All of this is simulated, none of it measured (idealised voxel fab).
process module | voxel wiring stack
cross-section cut | 240 nm wide | cells 5 nm
A cross-section is a grid of square cells, given in bands from the top down. A band is one or more rows of cells.
Each band's line starts with the height of the band's top and of its bottom, in nm. Then come its materials from left to right, each with its width in nm. One material with "throughout" fills the band from edge to edge. "air" is empty space.
Height 0 is the level under which the wafer as received is all one material. The lowest band goes on downwards, as in "0 down".
A width such as "30 to 40" changes by the same amount from each row of cells to the next, from the band's top row to its bottom row.
"no change" after a step means that no cell of the cross-section changed.
closed voids: empty space of 8 cells or more with no open way to the top, each as width x height at its distance from the left edge, in nm
after a step's settings: what the simulator itself notes on the step
overlay nm, on a step with a mask: how far to the right of its planned place the mask lay; to the left if negative
plan
1 op RECEIVE | material Si
2 op CONFORMAL_DEP | material SiO2 | thk nm 10
3 op CONFORMAL_DEP | material SiN | thk nm 5
4 op DIRECTIONAL_DEP | material lowk | thk nm 15
5 op MASKED_ETCH | tone open | mask id METAL_1 | width nm 30 | pitch nm 45 | etch materials lowk | depth nm 15 | overlay nm 0
6 op MASKED_ETCH | tone open | mask id METAL_1 | width nm 30 | pitch nm 45 | etch materials SiN | depth nm 5 | overlay nm 0
7 op CONFORMAL_DEP | material TiN | thk nm 5
8 op FILL_DEP | material Cu | thk nm 5
9 op CMP | height nm 30
10 op CONFORMAL_DEP | material SiCN | thk nm 5
11 op DIRECTIONAL_DEP | material SiO2 | thk nm 10
12 op PATTERN | tone open | mask id PLUG_1 | material resist | width nm 15 | pitch nm 45 | thk nm 20 | overlay nm 0
13 op DIRECTIONAL_ETCH | etch materials SiO2 | depth nm 10
14 op DIRECTIONAL_ETCH | etch materials SiCN | depth nm 5
15 op STRIP | etch materials resist
16 op CONFORMAL_DEP | material TiN | thk nm 5
17 op FILL_DEP | material W | thk nm 5
18 op CMP | height nm 45
19 op DIRECTIONAL_DEP | material TiN | thk nm 5
20 op DIRECTIONAL_DEP | material W | thk nm 15
21 op PATTERN | tone cover | mask id METAL_2 | material resist | width nm 30 | pitch nm 45 | thk nm 20 | overlay nm 0
22 op DIRECTIONAL_ETCH | etch materials W | depth nm 15
23 op DIRECTIONAL_ETCH | etch materials TiN | depth nm 5
24 op STRIP | etch materials resist
25 op FILL_DEP | material lowk | thk nm 10
26 op CMP | height nm 65
27 op CONFORMAL_DEP | material SiCN | thk nm 5
28 op DIRECTIONAL_DEP | material lowk | thk nm 10
29 op PATTERN | tone open | mask id PLUG_2 | material resist | width nm 15 | pitch nm 90 | thk nm 15 | overlay nm 0
30 op DIRECTIONAL_ETCH | etch materials lowk | depth nm 10
31 op DIRECTIONAL_ETCH | etch materials SiCN | depth nm 5
32 op STRIP | etch materials resist
33 op EPI | material Ru | thk nm 10
34 op EPI | material Ru | thk nm 5
35 op CONFORMAL_DEP | material SiCN | thk nm 5
36 op DIRECTIONAL_DEP | material SiO2 | thk nm 20
37 op MASKED_ETCH | tone open | mask id METAL_3 | width nm 30 | pitch nm 45 | etch materials SiO2 | depth nm 20 | overlay nm -15
38 op MASKED_ETCH | tone open | mask id METAL_3 | width nm 30 | pitch nm 45 | etch materials SiCN | depth nm 5 | overlay nm 0
39 op CONFORMAL_DEP | material TiN | thk nm 5
40 op FILL_DEP | material Cu | thk nm 10
41 op CMP | height nm 105
42 op CONFORMAL_DEP | material SiCN | thk nm 5
43 op DIRECTIONAL_DEP | material lowk | thk nm 35
44 op MASKED_ETCH | tone open | mask id METAL_4 | width nm 30 | pitch nm 45 | etch materials lowk | depth nm 20 | overlay nm 0
45 op MASKED_ETCH | tone open | mask id METAL_4_HOLES | width nm 15 | pitch nm 45 | etch materials lowk | depth nm 15 | overlay nm 0
46 op MASKED_ETCH | tone open | mask id METAL_4_HOLES | width nm 15 | pitch nm 45 | etch materials SiCN | depth nm 5 | overlay nm 0
47 op CONFORMAL_DEP | material TiN | thk nm 5
48 op FILL_DEP | material Cu | thk nm 5
49 op CMP | height nm 145
50 op CONFORMAL_DEP | material SiN | thk nm 5
varied across the wafers: overlay nm of step 37. The plan shows the first wafer's value. All wafers start alike
first wafer as received, after step 1
  0 down: Si throughout
  closed voids: none
first wafer at the end, after step 50
  150 to 145: SiN throughout
  145 to 130: lowk 60 | TiN 5 | Cu 20 | TiN 5 | lowk 15 | TiN 5 | Cu 20 | TiN 5 | lowk 15 | TiN 5 | Cu 20 | TiN 5 | lowk 60
  130 to 125: lowk 60 | TiN 5 | Cu 5 | TiN 20 | lowk 15 | TiN 5 | Cu 5 | TiN 20 | lowk 15 | TiN 5 | Cu 5 | TiN 20 | lowk 60
  125 to 110: lowk 60 | TiN 5 | Cu 5 | TiN 5 | lowk 30 | TiN 5 | Cu 5 | TiN 5 | lowk 30 | TiN 5 | Cu 5 | TiN 5 | lowk 75
  110 to 105: SiCN 60 | TiN 15 | SiCN 30 | TiN 15 | SiCN 30 | TiN 15 | SiCN 75
  105 to 90: SiO2 45 | TiN 5 | Cu 20 | TiN 5 | SiO2 15 | TiN 5 | Cu 20 | TiN 5 | SiO2 15 | TiN 5 | Cu 20 | TiN 5 | SiO2 75
  90 to 85: SiO2 45 | TiN 20 | Cu 5 | TiN 5 | SiO2 15 | TiN 20 | Cu 5 | TiN 5 | SiO2 15 | TiN 20 | Cu 5 | TiN 5 | SiO2 75
  85 to 80: SiCN 60 | TiN 15 | SiCN 30 | TiN 15 | SiCN 30 | TiN 15 | SiCN 75
  80 to 70: lowk 60 | Ru 15 | lowk 75 | Ru 15 | lowk 75
  70 to 65: SiCN 60 | Ru 15 | SiCN 75 | Ru 15 | SiCN 75
  65 to 50: lowk 60 | W 30 | lowk 15 | W 30 | lowk 15 | W 30 | lowk 60
  50 to 45: lowk 60 | TiN 30 | lowk 15 | TiN 30 | lowk 15 | TiN 30 | lowk 60
  45 to 35: SiO2 60 | TiN 5 | W 5 | TiN 5 | SiO2 30 | TiN 5 | W 5 | TiN 5 | SiO2 30 | TiN 5 | W 5 | TiN 5 | SiO2 75
  35 to 30: SiCN 60 | TiN 15 | SiCN 30 | TiN 15 | SiCN 30 | TiN 15 | SiCN 75
  30 to 15: lowk 60 | TiN 5 | Cu 20 | TiN 5 | lowk 15 | TiN 5 | Cu 20 | TiN 5 | lowk 15 | TiN 5 | Cu 20 | TiN 5 | lowk 60
  15 to 10: SiN 60 | TiN 30 | SiN 15 | TiN 30 | SiN 15 | TiN 30 | SiN 60
  10 to 0: SiO2 throughout
  0 down: Si throughout
  closed voids: none
last wafer at the end
  150 to 145: SiN throughout
  145 to 130: lowk 60 | TiN 5 | Cu 20 | TiN 5 | lowk 15 | TiN 5 | Cu 20 | TiN 5 | lowk 15 | TiN 5 | Cu 20 | TiN 5 | lowk 60
  130 to 125: lowk 60 | TiN 5 | Cu 5 | TiN 20 | lowk 15 | TiN 5 | Cu 5 | TiN 20 | lowk 15 | TiN 5 | Cu 5 | TiN 20 | lowk 60
  125 to 110: lowk 60 | TiN 5 | Cu 5 | TiN 5 | lowk 30 | TiN 5 | Cu 5 | TiN 5 | lowk 30 | TiN 5 | Cu 5 | TiN 5 | lowk 75
  110 to 105: SiCN 60 | TiN 15 | SiCN 30 | TiN 15 | SiCN 30 | TiN 15 | SiCN 75
  105 to 90: SiO2 75 | TiN 5 | Cu 20 | TiN 5 | SiO2 15 | TiN 5 | Cu 20 | TiN 5 | SiO2 15 | TiN 5 | Cu 20 | TiN 5 | SiO2 45
  90 to 85: SiO2 75 | TiN 5 | Cu 5 | TiN 20 | SiO2 15 | TiN 5 | Cu 5 | TiN 20 | SiO2 15 | TiN 5 | Cu 5 | TiN 20 | SiO2 45
  85 to 80: SiCN 75 | TiN 15 | SiCN 30 | TiN 15 | SiCN 30 | TiN 15 | SiCN 60
  80 to 70: lowk 60 | Ru 15 | lowk 75 | Ru 15 | lowk 75
  70 to 65: SiCN 60 | Ru 15 | SiCN 75 | Ru 15 | SiCN 75
  65 to 50: lowk 60 | W 30 | lowk 15 | W 30 | lowk 15 | W 30 | lowk 60
  50 to 45: lowk 60 | TiN 30 | lowk 15 | TiN 30 | lowk 15 | TiN 30 | lowk 60
  45 to 35: SiO2 60 | TiN 5 | W 5 | TiN 5 | SiO2 30 | TiN 5 | W 5 | TiN 5 | SiO2 30 | TiN 5 | W 5 | TiN 5 | SiO2 75
  35 to 30: SiCN 60 | TiN 15 | SiCN 30 | TiN 15 | SiCN 30 | TiN 15 | SiCN 75
  30 to 15: lowk 60 | TiN 5 | Cu 20 | TiN 5 | lowk 15 | TiN 5 | Cu 20 | TiN 5 | lowk 15 | TiN 5 | Cu 20 | TiN 5 | lowk 60
  15 to 10: SiN 60 | TiN 30 | SiN 15 | TiN 30 | SiN 15 | TiN 30 | SiN 60
  10 to 0: SiO2 throughout
  0 down: Si throughout
  closed voids: none
each wafer at the end: cells of each material gained (+) or lost (-) since it was received, then its closed voids
overlay nm -15 | +123 Cu | +18 Ru | +159 SiCN | +78 SiN | +294 SiO2 | +177 TiN | +60 W | +531 lowk | closed voids: none
overlay nm -10 | +126 Cu | +18 Ru | +156 SiCN | +78 SiN | +294 SiO2 | +177 TiN | +60 W | +531 lowk | closed voids: none
overlay nm -5 | +129 Cu | +18 Ru | +153 SiCN | +78 SiN | +294 SiO2 | +177 TiN | +60 W | +531 lowk | closed voids: none
overlay nm 0 | +132 Cu | +18 Ru | +150 SiCN | +78 SiN | +294 SiO2 | +177 TiN | +60 W | +531 lowk | closed voids: none
overlay nm 5 | +129 Cu | +18 Ru | +153 SiCN | +78 SiN | +294 SiO2 | +177 TiN | +60 W | +531 lowk | closed voids: none
overlay nm 10 | +126 Cu | +18 Ru | +156 SiCN | +78 SiN | +294 SiO2 | +177 TiN | +60 W | +531 lowk | closed voids: none
overlay nm 15 | +123 Cu | +18 Ru | +159 SiCN | +78 SiN | +294 SiO2 | +177 TiN | +60 W | +531 lowk | closed voids: none
